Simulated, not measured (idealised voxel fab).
This is a process module. Its name is voxel air gaps.
Cross-section cut: width 260 nm, square cells of 5 nm.
Cross-section format: a grid of square cells, given as bands from top to bottom; each band is one or more rows of cells. What a band's entry tells you: where the top is and where the bottom is, as heights in nm, and after that what lies inside, material by material from left to right, each with its width in nm. Empty space is written as the word "blank", and a single material marked with the word "all across" occupies the band from edge to edge. Convention: height 0 is the level below which the wafer, as received, is all one material. The lowest band does not terminate at the bottom but continues downward, represented as "0 -> down". A width such as "30..40" changes by the same amount from each row of cells to the next, from the band's top row to its bottom row. Basically "changes: none" means that step didn't change any cell in the cross-section. Empty spaces without an open route to the top, at least 8 cells in extent, make up the entry "Closed void entries"; each is given as width x height at distance, where the distance is measured from the left edge, and all are in nm. Note: text after step settings on the step line = simulator remark on that step. "overlay nm" answers the question of how far to the right of plan the mask lay on a step that has a mask, and when it is negative the answer is to the left.
### Process steps - plan
| 1 | RECEIVE [material Si] |
| 2 | CONFORMAL_DEP [material SiO2] [thk nm 15] |
| 3 | CONFORMAL_DEP [material SiCN] [thk nm 5] |
| 4 | DIRECTIONAL_DEP [material SiO2] [thk nm 40] |
| 5 | PATTERN [tone open] [mask id LINES] [material resist] [width nm 20] [pitch nm 45] [thk nm 20] [overlay nm 0] |
| 6 | DIRECTIONAL_ETCH [etch materials SiO2] [depth nm 40] |
| 7 | STRIP [etch materials resist] |
| 8 | CONFORMAL_DEP [material TiN] [thk nm 5] |
| 9 | FILL_DEP [material Ru] [thk nm 5] |
| 10 | CMP [height nm 60] |
| 11 | EPI [material Ru] [thk nm 10] |
| 12 | SELECTIVE_ETCH [etch materials SiO2] [depth nm 50] |
| 13 | CONFORMAL_DEP [material SiCN] [thk nm 5] |
### Run as planned: first of two wafers
### Received-state cross-section, reflecting completion of step 1
> 0 -> down: Si all across
> Closed void entries: none
### Wafer xsec, post step 2
> 15 -> 0: SiO2 all across
> Anything lower than 0 is untouched.
### Wafer xsec, post step 3
> 20 -> 15: SiCN all across
> Anything lower than 15 is untouched.
### Wafer xsec, post step 4
> 60 -> 20: SiO2 all across
> Anything lower than 20 is untouched.
### Wafer xsec, post step 5
> 80 -> 60: 50 of resist; 20 of blank; 25 of resist; 20 of blank; 25 of resist; 20 of blank; 25 of resist; 20 of blank; 55 of resist
> Anything lower than 60 is untouched.
### Wafer xsec, post step 6
> 80 -> 60: 50 of resist; 20 of blank; 25 of resist; 20 of blank; 25 of resist; 20 of blank; 25 of resist; 20 of blank; 55 of resist
> 60 -> 20: 50 of SiO2; 20 of blank; 25 of SiO2; 20 of blank; 25 of SiO2; 20 of blank; 25 of SiO2; 20 of blank; 55 of SiO2
> Anything lower than 20 is untouched.
### Wafer xsec, post step 7
> 60 -> 20: 50 of SiO2; 20 of blank; 25 of SiO2; 20 of blank; 25 of SiO2; 20 of blank; 25 of SiO2; 20 of blank; 55 of SiO2
> Anything lower than 20 is untouched.
### Wafer xsec, post step 8
> 65 -> 60: 55 of TiN; 10 of blank; 35 of TiN; 10 of blank; 35 of TiN; 10 of blank; 35 of TiN; 10 of blank; 60 of TiN
> 60 -> 25: 50 of SiO2; 5 of TiN; 10 of blank; 5 of TiN; 25 of SiO2; 5 of TiN; 10 of blank; 5 of TiN; 25 of SiO2; 5 of TiN; 10 of blank; 5 of TiN; 25 of SiO2; 5 of TiN; 10 of blank; 5 of TiN; 55 of SiO2
> 25 -> 20: 50 of SiO2; 20 of TiN; 25 of SiO2; 20 of TiN; 25 of SiO2; 20 of TiN; 25 of SiO2; 20 of TiN; 55 of SiO2
> Anything lower than 20 is untouched.
### Wafer xsec, post step 9
> 70 -> 65: Ru all across
> 65 -> 60: 55 of TiN; 10 of Ru; 35 of TiN; 10 of Ru; 35 of TiN; 10 of Ru; 35 of TiN; 10 of Ru; 60 of TiN
> 60 -> 25: 50 of SiO2; 5 of TiN; 10 of Ru; 5 of TiN; 25 of SiO2; 5 of TiN; 10 of Ru; 5 of TiN; 25 of SiO2; 5 of TiN; 10 of Ru; 5 of TiN; 25 of SiO2; 5 of TiN; 10 of Ru; 5 of TiN; 55 of SiO2
> Anything lower than 25 is untouched.
### Wafer xsec, post step 10
> 60 -> 25: 50 of SiO2; 5 of TiN; 10 of Ru; 5 of TiN; 25 of SiO2; 5 of TiN; 10 of Ru; 5 of TiN; 25 of SiO2; 5 of TiN; 10 of Ru; 5 of TiN; 25 of SiO2; 5 of TiN; 10 of Ru; 5 of TiN; 55 of SiO2
> Anything lower than 25 is untouched.
### Wafer xsec, post step 11
> 70 -> 60: 40 of blank; 40 of Ru; 5 of blank; 40 of Ru; 5 of blank; 40 of Ru; 5 of blank; 40 of Ru; 45 of blank
> Anything lower than 60 is untouched.
### Wafer xsec, post step 12
> 70 -> 60: 40 of blank; 40 of Ru; 5 of blank; 40 of Ru; 5 of blank; 40 of Ru; 5 of blank; 40 of Ru; 45 of blank
> 60 -> 25: 50 of blank; 5 of TiN; 10 of Ru; 5 of TiN; 25 of blank; 5 of TiN; 10 of Ru; 5 of TiN; 25 of blank; 5 of TiN; 10 of Ru; 5 of TiN; 25 of blank; 5 of TiN; 10 of Ru; 5 of TiN; 55 of blank
> 25 -> 20: 50 of blank; 20 of TiN; 25 of blank; 20 of TiN; 25 of blank; 20 of TiN; 25 of blank; 20 of TiN; 55 of blank
> Anything lower than 20 is untouched.
### Wafer xsec, post step 13
> 75 -> 70: 35 of blank; 185 of SiCN; 40 of blank
> 70 -> 60: 35 of blank; 5 of SiCN; 40 of Ru; 5 of SiCN; 40 of Ru; 5 of SiCN; 40 of Ru; 5 of SiCN; 40 of Ru; 5 of SiCN; 40 of blank
> 60 -> 55: 35 of blank; 15 of SiCN; 5 of TiN; 10 of Ru; 5 of TiN; 25 of SiCN; 5 of TiN; 10 of Ru; 5 of TiN; 25 of SiCN; 5 of TiN; 10 of Ru; 5 of TiN; 25 of SiCN; 5 of TiN; 10 of Ru; 5 of TiN; 15 of SiCN; 40 of blank
> 55 -> 25: 45 of blank; 5 of SiCN; 5 of TiN; 10 of Ru; 5 of TiN; 5 of SiCN; 15 of blank; 5 of SiCN; 5 of TiN; 10 of Ru; 5 of TiN; 5 of SiCN; 15 of blank; 5 of SiCN; 5 of TiN; 10 of Ru; 5 of TiN; 5 of SiCN; 15 of blank; 5 of SiCN; 5 of TiN; 10 of Ru; 5 of TiN; 5 of SiCN; 50 of blank
> 25 -> 20: 50 of SiCN; 20 of TiN; 25 of SiCN; 20 of TiN; 25 of SiCN; 20 of TiN; 25 of SiCN; 20 of TiN; 55 of SiCN
> Anything lower than 20 is untouched.
> Closed void entries: 15 x 30 at 75; 15 x 30 at 120; 15 x 30 at 165
### Second wafer: same start and same plan as the first, one execution error; identical to the first through step 12
### Second wafer: cross-section at the scheduled end of step 13
> 85 -> 70: 25 of blank; 205 of SiCN; 30 of blank
> 70 -> 60: 25 of blank; 15 of SiCN; 40 of Ru; 5 of SiCN; 40 of Ru; 5 of SiCN; 40 of Ru; 5 of SiCN; 40 of Ru; 15 of SiCN; 30 of blank
> 60 -> 55: 25 of blank; 25 of SiCN; 5 of TiN; 10 of Ru; 5 of TiN; 25 of SiCN; 5 of TiN; 10 of Ru; 5 of TiN; 25 of SiCN; 5 of TiN; 10 of Ru; 5 of TiN; 25 of SiCN; 5 of TiN; 10 of Ru; 5 of TiN; 25 of SiCN; 30 of blank
> 55 -> 45: 25 of blank; 25 of SiCN; 5 of TiN; 10 of Ru; 5 of TiN; 5 of SiCN; 15 of blank; 5 of SiCN; 5 of TiN; 10 of Ru; 5 of TiN; 5 of SiCN; 15 of blank; 5 of SiCN; 5 of TiN; 10 of Ru; 5 of TiN; 5 of SiCN; 15 of blank; 5 of SiCN; 5 of TiN; 10 of Ru; 5 of TiN; 25 of SiCN; 30 of blank
> 45 -> 35: 35 of blank; 15 of SiCN; 5 of TiN; 10 of Ru; 5 of TiN; 5 of SiCN; 15 of blank; 5 of SiCN; 5 of TiN; 10 of Ru; 5 of TiN; 5 of SiCN; 15 of blank; 5 of SiCN; 5 of TiN; 10 of Ru; 5 of TiN; 5 of SiCN; 15 of blank; 5 of SiCN; 5 of TiN; 10 of Ru; 5 of TiN; 15 of SiCN; 40 of blank
> 35 -> 25: 50 of SiCN; 5 of TiN; 10 of Ru; 5 of TiN; 5 of SiCN; 15 of blank; 5 of SiCN; 5 of TiN; 10 of Ru; 5 of TiN; 5 of SiCN; 15 of blank; 5 of SiCN; 5 of TiN; 10 of Ru; 5 of TiN; 5 of SiCN; 15 of blank; 5 of SiCN; 5 of TiN; 10 of Ru; 5 of TiN; 55 of SiCN
> 25 -> 20: 50 of SiCN; 20 of TiN; 25 of SiCN; 20 of TiN; 25 of SiCN; 20 of TiN; 25 of SiCN; 20 of TiN; 55 of SiCN
> Anything lower than 20 is untouched.
> Closed void entries: 15 x 30 at 75; 15 x 30 at 120; 15 x 30 at 165
So what did we get wrong on this run? contrary to plan, step 13 was performed as CONFORMAL_DEP [material SiCN] [thk nm 15]
Final difference in cells, second wafer against first, listed per material as more or fewer: +160 SiCN
